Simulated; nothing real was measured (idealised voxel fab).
Name of the process module below: voxel gate over fins
cross-section cut | 205 nm wide | cells 5 nm
In this document a cross-section is written as a grid of square cells. It is given as a series of bands, listed from the top down, and a band is one or more rows of cells. What a band's entry tells you: where the top is and where the bottom is, as heights in nm, and after that what lies inside, material by material from left to right, each with its width in nm. Empty space is written as the word "empty", and a single material marked with the word "full width" occupies the band from edge to edge. Height datum 0, below which the as-received substrate wafer is one material. Lowest band open at the bottom, running downward: "from 0 down". You'd read "30->40" like this: the band's top row of cells is as wide as the first number, its bottom row is as wide as the second, and going down, every row changes width by the same amount as the row before did. Key: "all unchanged" - step with no changed cell in the cross-section. Enclosed voids (no open way to top), threshold 8 cells or more, entry "Enclosed internal cavities", notation width x height at distance, distance from left edge, nm. The remark found on a step's line after its settings is issued by the simulator itself and pertains to that step. Regarding "overlay nm": on a step with a mask, it is the distance the mask lay to the right of its planned place; a negative value places it to the left.
-- The planned process steps are enumerated hereunder
| 1 | RECEIVE: material Si |
| 2 | CONFORMAL_DEP: material SiN, thk nm 10 |
| 3 | PATTERN: tone cover, mask id FINS, material resist, width nm 15, pitch nm 35, thk nm 15, overlay nm 0 |
| 4 | DIRECTIONAL_ETCH: etch materials SiN, depth nm 10 |
| 5 | DIRECTIONAL_ETCH: etch materials Si, depth nm 35 |
| 6 | STRIP: etch materials resist |
| 7 | FILL_DEP: material SiO2, thk nm 10 |
| 8 | CMP: height nm 10 |
| 9 | SELECTIVE_ETCH: etch materials SiO2, depth nm 20 |
| 10 | STRIP: etch materials SiN |
| 11 | CONFORMAL_DEP: material HfO2, thk nm 5 |
| 12 | CONFORMAL_DEP: material TiN, thk nm 5 |
| 13 | FILL_DEP: material W, thk nm 15 |
| 14 | CMP: height nm 20 |
| 15 | CONFORMAL_DEP: material SiCN, thk nm 10 |
-- Cross-sectional view of the wafer in its as-received condition, corresponding to the state after step 1
* from 0 down = Si full width
* Enclosed internal cavities: none
-- First of two wafers: cross-section at end of module, run per plan
* from 30 to 20 = SiCN full width
* from 20 to 10 = W full width
* from 10 to 5 = W (30), then TiN (140), then W (35)
* from 5 to 0 = W (30), then TiN (5), then HfO2 (25), then TiN (10), then HfO2 (25), then TiN (10), then HfO2 (25), then TiN (10), then HfO2 (25), then TiN (5), then W (35)
* from 0 to -5 = TiN (35), then HfO2 (5), then Si (15), then HfO2 (5), then TiN (10), then HfO2 (5), then Si (15), then HfO2 (5), then TiN (10), then HfO2 (5), then Si (15), then HfO2 (5), then TiN (10), then HfO2 (5), then Si (15), then HfO2 (5), then TiN (40)
* from -5 to -10 = HfO2 (40), then Si (15), then HfO2 (20), then Si (15), then HfO2 (20), then Si (15), then HfO2 (20), then Si (15), then HfO2 (45)
* from -10 to -35 = SiO2 (40), then Si (15), then SiO2 (20), then Si (15), then SiO2 (20), then Si (15), then SiO2 (20), then Si (15), then SiO2 (45)
* from -35 down = Si full width
* Enclosed internal cavities: none
-- Same start, same plan as the first wafer - but one mistake in the run. Cross-section of the second of the two at the end of the module
* from 30 to 20 = SiCN full width
* from 20 to 10 = W full width
* from 10 to 5 = W (30), then TiN (140), then W (35)
* from 5 to 0 = W (30), then TiN (5), then HfO2 (25), then TiN (10), then HfO2 (25), then TiN (10), then HfO2 (25), then TiN (10), then HfO2 (25), then TiN (5), then W (35)
* from 0 to -5 = TiN (35), then HfO2 (5), then Si (15), then HfO2 (5), then TiN (10), then HfO2 (5), then Si (15), then HfO2 (5), then TiN (10), then HfO2 (5), then Si (15), then HfO2 (5), then TiN (10), then HfO2 (5), then Si (15), then HfO2 (5), then TiN (40)
* from -5 to -10 = HfO2 (40), then Si (15), then HfO2 (20), then Si (15), then HfO2 (20), then Si (15), then HfO2 (20), then Si (15), then HfO2 (45)
* from -10 to -70 = SiO2 (40), then Si (15), then SiO2 (20), then Si (15), then SiO2 (20), then Si (15), then SiO2 (20), then Si (15), then SiO2 (45)
* from -70 down = Si full width
* Enclosed internal cavities: none
The plan and the run diverged here: twice over, step 5 of the plan was run
The second wafer ends with more or fewer cells of some materials than the first, per final count: Si -203, SiO2 +203
